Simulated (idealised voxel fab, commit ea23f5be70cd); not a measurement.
Process module under the name voxel double patterning
For reference, the cross-section in this document is cut, with width 230 nm and square cells of 5 nm.
Cross-section, as written here: a square-cell grid given band by band from the top down, where a band holds one or more rows of cells. Band entry format. Leading values: height of top, height of bottom, nm. Remainder: materials in left-to-right order, each with its width in nm. Special words: "full width" on a single material, which then fills the band edge to edge; "blank", empty space. Heights are expressed relative to 0, this being the level below which the as-received wafer comprises one material exclusively. The lowest band is unbounded in the downward direction and is denoted as in "0 down". You'd read "30 to 40" like this: the band's top row of cells is as wide as the first number, its bottom row is as wide as the second, and going down, every row changes width by the same amount as the row before did. You'll sometimes find "nothing changed" written for a step, and that's the way of saying that nowhere in the cross-section did a cell change during that step. Under "Tabulated closed voids" you'll find the enclosed gaps, the ones with no way out to the top, that are 8 cells or bigger; each reads width x height at distance, with distance counted from the left edge, everything in nm. On each step's line, the part that comes after the settings is the simulator's own comment on the step. A step line may carry the setting "overlay nm", which, for steps involving a mask, states the distance by which the mask lay to the right of its intended position; negative values denote displacement to the left.
### The following list gives the planned process steps
- 1: RECEIVE (material Si)
- 2: CONFORMAL_DEP (material SiN; thk nm 5)
- 3: DIRECTIONAL_DEP (material SiO2; thk nm 15)
- 4: DIRECTIONAL_DEP (material SiCN; thk nm 10)
- 5: PATTERN (tone open; mask id FIRST; material resist; width nm 15; pitch nm 50; thk nm 15; overlay nm 0)
- 6: DIRECTIONAL_ETCH (etch materials SiCN; depth nm 10)
- 7: STRIP (etch materials resist)
- 8: PATTERN (tone open; mask id SECOND; material resist; width nm 15; pitch nm 50; thk nm 20; overlay nm 0)
- 9: DIRECTIONAL_ETCH (etch materials SiCN; depth nm 10)
- 10: STRIP (etch materials resist)
- 11: DIRECTIONAL_ETCH (etch materials SiO2; depth nm 15)
- 12: STRIP (etch materials SiCN)
### Delivered wafer in cross-section: state after step 1
- 0 down = Si full width
- Tabulated closed voids: none
### The first of two wafers, cross-sectioned at the end of the module, with the run proceeding as planned
- 20 to 5 = 55 of SiO2, 15 of blank, 10 of SiO2, 15 of blank, 10 of SiO2, 15 of blank, 10 of SiO2, 15 of blank, 10 of SiO2, 15 of blank, 60 of SiO2
- 5 to 0 = SiN full width
- 0 down = Si full width
- Tabulated closed voids: none
### Here's the second of our two wafers sectioned at module end. Same start as the first, same plan, but one mistake got made running it
- 20 to 15 = SiN full width
- 15 to 0 = SiO2 full width
- 0 down = Si full width
- Tabulated closed voids: none
Nonconformance to the process plan: order of steps 2 and 3 inverted relative to the plan
Final cells, second wafer relative to first, materials higher or lower: SiO2 +45
